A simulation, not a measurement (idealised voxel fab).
process module | voxel double patterning
cross-section cut | 300 nm wide | cells 5 nm
A cross-section is a grid of square cells, given in bands from the top down. A band is one or more rows of cells.
Each band's line starts with the height of the band's top and of its bottom, in nm. Then come its materials from left to right, each with its width in nm. One material with "throughout" fills the band from edge to edge. "air" is empty space.
Height 0 is the level under which the wafer as received is all one material. The lowest band goes on downwards, as in "0 down".
A width such as "30 to 40" changes by the same amount from each row of cells to the next, from the band's top row to its bottom row.
"no change" after a step means that no cell of the cross-section changed.
closed voids: empty space of 8 cells or more with no open way to the top, each as width x height at its distance from the left edge, in nm
after a step's settings: what the simulator itself notes on the step
overlay nm, on a step with a mask: how far to the right of its planned place the mask lay; to the left if negative
plan
1 op RECEIVE | material Si
2 op CONFORMAL_DEP | material SiN | thk nm 5
3 op DIRECTIONAL_DEP | material SiO2 | thk nm 20
4 op DIRECTIONAL_DEP | material SiCN | thk nm 10
5 op DIRECTIONAL_DEP | material aC | thk nm 10
6 op PATTERN | tone open | mask id FIRST | material resist | width nm 15 | pitch nm 50 | thk nm 25 | overlay nm -15
7 op DIRECTIONAL_ETCH | etch materials aC | depth nm 10
8 op STRIP | etch materials resist
9 op DIRECTIONAL_ETCH | etch materials SiCN | depth nm 10
10 op STRIP | etch materials aC
11 op DIRECTIONAL_DEP | material aC | thk nm 10
12 op PATTERN | tone open | mask id SECOND | material resist | width nm 15 | pitch nm 50 | thk nm 30 | overlay nm 0
13 op DIRECTIONAL_ETCH | etch materials aC | depth nm 10
14 op STRIP | etch materials resist
15 op DIRECTIONAL_ETCH | etch materials SiCN | depth nm 10
16 op STRIP | etch materials aC
17 op DIRECTIONAL_ETCH | etch materials SiO2 | depth nm 20
18 op STRIP | etch materials SiCN
varied across the wafers: overlay nm of step 6. The plan shows the first wafer's value. All wafers start alike
first wafer as received, after step 1
  0 down: Si throughout
  closed voids: none
each wafer at the end: cells of each material gained (+) or lost (-) since it was received, then its closed voids
overlay nm -15 | +60 SiN | +188 SiO2 | closed voids: none
overlay nm -10 | +60 SiN | +180 SiO2 | closed voids: none
overlay nm -5 | +60 SiN | +180 SiO2 | closed voids: none
overlay nm 0 | +60 SiN | +180 SiO2 | closed voids: none
overlay nm 5 | +60 SiN | +180 SiO2 | closed voids: none
overlay nm 10 | +60 SiN | +180 SiO2 | closed voids: none
overlay nm 15 | +60 SiN | +188 SiO2 | closed voids: none
